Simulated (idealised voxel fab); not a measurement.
process module | voxel released beams
cross-section cut | 295 nm wide | cells 5 nm
A cross-section is a grid of square cells, given in bands from the top down. A band is one or more rows of cells.
Each band's line starts with the height of the band's top and of its bottom, in nm. Then come its materials from left to right, each with its width in nm. One material with "throughout" fills the band from edge to edge. "air" is empty space.
Height 0 is the level under which the wafer as received is all one material. The lowest band goes on downwards, as in "0 down".
A width such as "30 to 40" changes by the same amount from each row of cells to the next, from the band's top row to its bottom row.
"no change" after a step means that no cell of the cross-section changed.
closed voids: empty space of 8 cells or more with no open way to the top, each as width x height at its distance from the left edge, in nm
after a step's settings: what the simulator itself notes on the step
overlay nm, on a step with a mask: how far to the right of its planned place the mask lay; to the left if negative
plan
1 op RECEIVE | material Si
2 op CONFORMAL_DEP | material Al2O3 | thk nm 10
3 op DIRECTIONAL_DEP | material SiO2 | thk nm 20
4 op MASKED_ETCH | tone open | mask id ANCHOR | width nm 35 | etch materials SiO2 | depth nm 20 | overlay nm 0
5 op CONFORMAL_DEP | material W | thk nm 10
6 op DIRECTIONAL_DEP | material aC | thk nm 15
7 op PATTERN | tone cover | mask id BEAM | material resist | width nm 115 | thk nm 35 | overlay nm 0
8 op DIRECTIONAL_ETCH | etch materials aC | depth nm 15
9 op STRIP | etch materials resist
10 op DIRECTIONAL_ETCH | etch materials W | depth nm 10
11 op STRIP | etch materials aC
12 op STRIP | etch materials SiO2
first wafer, as planned
as received, after step 1
  0 down: Si throughout
  closed voids: none
after step 2
  10 to 0: Al2O3 throughout
  below 0: unchanged
after step 3
  30 to 10: SiO2 throughout
  below 10: unchanged
after step 4
  30 to 10: SiO2 90 | air 35 | SiO2 170
  below 10: unchanged
after step 5
  40 to 30: W 100 | air 15 | W 180
  30 to 20: SiO2 90 | W 10 | air 15 | W 10 | SiO2 170
  20 to 10: SiO2 90 | W 35 | SiO2 170
  below 10: unchanged
after step 6
  55 to 40: aC 100 | air 15 | aC 180
  40 to 35: W 100 | air 15 | W 180
  35 to 30: W 100 | aC 15 | W 180
  30 to 20: SiO2 90 | W 10 | aC 15 | W 10 | SiO2 170
  below 20: unchanged
after step 7
  90 to 55: air 85 | resist 115 | air 95
  55 to 40: aC 100 | resist 15 | aC 180
  40 to 35: W 100 | resist 15 | W 180
  below 35: unchanged
after step 8
  75 to 55: air 85 | resist 115 | air 95
  55 to 40: air 85 | aC 15 | resist 15 | aC 85 | air 95
  below 40: unchanged
after step 9
  55 to 40: air 85 | aC 15 | air 15 | aC 85 | air 95
  40 to 35: W 100 | air 15 | W 180
  below 35: unchanged
after step 10
  55 to 40: air 85 | aC 15 | air 15 | aC 85 | air 95
  40 to 35: air 85 | W 15 | air 15 | W 85 | air 95
  35 to 30: air 85 | W 15 | aC 15 | W 85 | air 95
  below 30: unchanged
after step 11
  40 to 30: air 85 | W 15 | air 15 | W 85 | air 95
  30 to 20: SiO2 90 | W 10 | air 15 | W 10 | SiO2 170
  below 20: unchanged
after step 12
  40 to 30: air 85 | W 15 | air 15 | W 85 | air 95
  30 to 20: air 90 | W 10 | air 15 | W 10 | air 170
  20 to 10: air 90 | W 35 | air 170
  below 10: unchanged
second wafer: like start, like plan, one mistake. Through step 2 it matches the first wafer
when step 3 should have ended: no change
when step 4 should have ended: no change
when step 5 should have ended
  20 to 10: W throughout
  below 10: unchanged
when step 6 should have ended
  35 to 20: aC throughout
  below 20: unchanged
when step 7 should have ended
  70 to 35: air 85 | resist 115 | air 95
  below 35: unchanged
when step 8 should have ended
  55 to 35: air 85 | resist 115 | air 95
  35 to 20: air 85 | aC 115 | air 95
  below 20: unchanged
when step 9 should have ended
  35 to 20: air 85 | aC 115 | air 95
  below 20: unchanged
when step 10 should have ended
  35 to 20: air 85 | aC 115 | air 95
  20 to 10: air 85 | W 115 | air 95
  below 10: unchanged
when step 11 should have ended
  20 to 10: air 85 | W 115 | air 95
  below 10: unchanged
when step 12 should have ended: no change
what went wrong: step 3 was left out
at the end the second wafer has, in cells: 16 fewer of W
